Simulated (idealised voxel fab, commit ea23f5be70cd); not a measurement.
Module name: voxel ribs on slabs (process module)
Square cells of 5 nm make up the cross-section cut, whose width is 260 nm.
Each cross-section below is a grid of square cells, stated as bands in top-down order, with one or more rows of cells making up each band.
The entry gives the band's vertical extent as a top height and a bottom height in nm, then its horizontal make-up as materials from left to right, each with a width in nm. "blank" stands for empty space; a single material marked "edge to edge" fills the band edge to edge.
A quick word on heights: they are counted from 0, and under that level the wafer as it came to us is one material throughout. The lowest band is different from the rest in having no bottom; it simply continues downward, written as in "0 -> down".
The two numbers in a width such as "30 to 40" mark its ends across the band: the first belongs to the top row of cells, the second to the bottom row, and from each row to the next the width moves by the same amount.
It should be understood that the words "no alteration", when stated for a given step, signify that the cross-section underwent no change in any of its cells during that step.
Fully sealed cavities: empty space of 8 cells or more with no open way to the top, each as width x height at its distance from the left edge, in nm
Anything after a step's settings on that line? It's the simulator's own note about the step.
overlay nm: for a step with a mask, the amount by which the mask lay right of where it was planned; a negative amount means left of it.

These are the steps we planned for the process:
- 1: RECEIVE (material Si)
- 2: DIRECTIONAL_DEP (material SiO2; thk nm 20)
- 3: DIRECTIONAL_DEP (material polySi; thk nm 15)
- 4: DIRECTIONAL_DEP (material aC; thk nm 15)
- 5: PATTERN (tone cover; mask id RIB; material resist; width nm 20; thk nm 30; overlay nm 0)
- 6: DIRECTIONAL_ETCH (etch materials aC; depth nm 15)
- 7: STRIP (etch materials resist)
- 8: DIRECTIONAL_ETCH (etch materials polySi; depth nm 5)
- 9: STRIP (etch materials aC)
- 10: DIRECTIONAL_DEP (material aC; thk nm 15)
- 11: PATTERN (tone cover; mask id SLAB; material resist; width nm 50; thk nm 30; overlay nm 0)
- 12: DIRECTIONAL_ETCH (etch materials aC; depth nm 15)
- 13: STRIP (etch materials resist)
- 14: DIRECTIONAL_ETCH (etch materials polySi; depth nm 10)
- 15: STRIP (etch materials aC)
- 16: FILL_DEP (material SiO2; thk nm 25)
- 17: CMP (height nm 55)
- 18: DIRECTIONAL_DEP (material W; thk nm 10)
- 19: MASKED_ETCH (tone cover; mask id HEATER; width nm 30; etch materials W; depth nm 10; overlay nm 0)
- 20: CONFORMAL_DEP (material SiO2; thk nm 5)
The plan shows the width nm of step 11 as the first wafer had it; this setting differs between the wafers, which start out alike.

Received wafers, first of several: cross-section after step 1:
	0 -> down = Si edge to edge
	Fully sealed cavities: none

Per wafer (row), end of module: delta in cells per material since receipt, (+) for gained, (-) for lost; closed voids after that:
width nm 50; +604 SiO2; +12 W; +24 polySi; Fully sealed cavities: none
width nm 55; +602 SiO2; +12 W; +26 polySi; Fully sealed cavities: none
width nm 60; +600 SiO2; +12 W; +28 polySi; Fully sealed cavities: none
width nm 65; +598 SiO2; +12 W; +30 polySi; Fully sealed cavities: none
width nm 70; +596 SiO2; +12 W; +32 polySi; Fully sealed cavities: none
width nm 75; +594 SiO2; +12 W; +34 polySi; Fully sealed cavities: none
